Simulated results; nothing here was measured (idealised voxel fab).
Process module under the name voxel local oxidation
Square cells of 5 nm make up the cross-section cut, whose width is 280 nm.
In what follows, cross-sections appear as grids of square cells, described through bands that run from the top down, where every band is one or more rows of cells. Within each band entry, the heights of the top and of the bottom of the band appear first, in that order and in nm; the materials of the band then follow from left to right, each with its corresponding width in nm. The designation "throughout" on a single material indicates that it fills the band from edge to edge; the designation "empty" indicates empty space. Measure heights from 0. That's the level where, below it, the as-received wafer is all one material. The lowest band is bottomless and extends downward; write it as in "0 nm and below". The expression "30->40" gives the width at the extremes of the band, the first number at its top row of cells and the second at its bottom row, with the width changing by equal amounts from each row to the next in between. The cross-section has no changed cell in any step marked "nothing got changed". Entry "Enclosed cavities" = empty spaces >= 8 cells with no open way to the top; each as width x height at distance, distance from left edge, all nm. What comes after the settings on a step's line is commentary from the simulator itself on that step. overlay nm: mask offset rightward from planned place, masked step; negative means leftward offset.
-- List of planned process steps
1,op RECEIVE | material Si
2,op CONFORMAL_DEP | material SiO2 | thk nm 5
3,op CONFORMAL_DEP | material SiN | thk nm 15
4,op PATTERN | tone cover | mask id ACTIVE | material resist | width nm 95 | thk nm 15 | overlay nm 0
5,op DIRECTIONAL_ETCH | etch materials SiN | depth nm 15
6,op STRIP | etch materials resist
7,op SELECTIVE_ETCH | etch materials SiO2 | depth nm 5
8,op OXIDIZE | depth nm 15
9,op STRIP | etch materials SiN
-- Cross-section of the incoming wafer, state after step 1
0 nm and below | Si throughout
Enclosed cavities: none
-- Sectioned view, first of two wafers, at the close of the module, processed as intended in the plan
5 nm to 0 nm | 95 empty  85 SiO2  100 empty
0 nm to -15 nm | 110 SiO2  55 Si  115 SiO2
-15 nm and below | Si throughout
Enclosed cavities: none
-- Wafer two (of two), end-of-module cross-section: start = wafer one, plan = wafer one, one run mistake
5 nm to 0 nm | 105 empty  65 SiO2  110 empty
0 nm to -15 nm | 120 SiO2  35 Si  125 SiO2
-15 nm and below | Si throughout
Enclosed cavities: none
Plan not followed: step 7 went in with a setting other than planned; the actual run was op SELECTIVE_ETCH | etch materials SiO2 | depth nm 15
Once processing is complete, comparing cell counts shows that the second wafer has more or fewer of certain materials than the first: Si -12; SiO2 +8
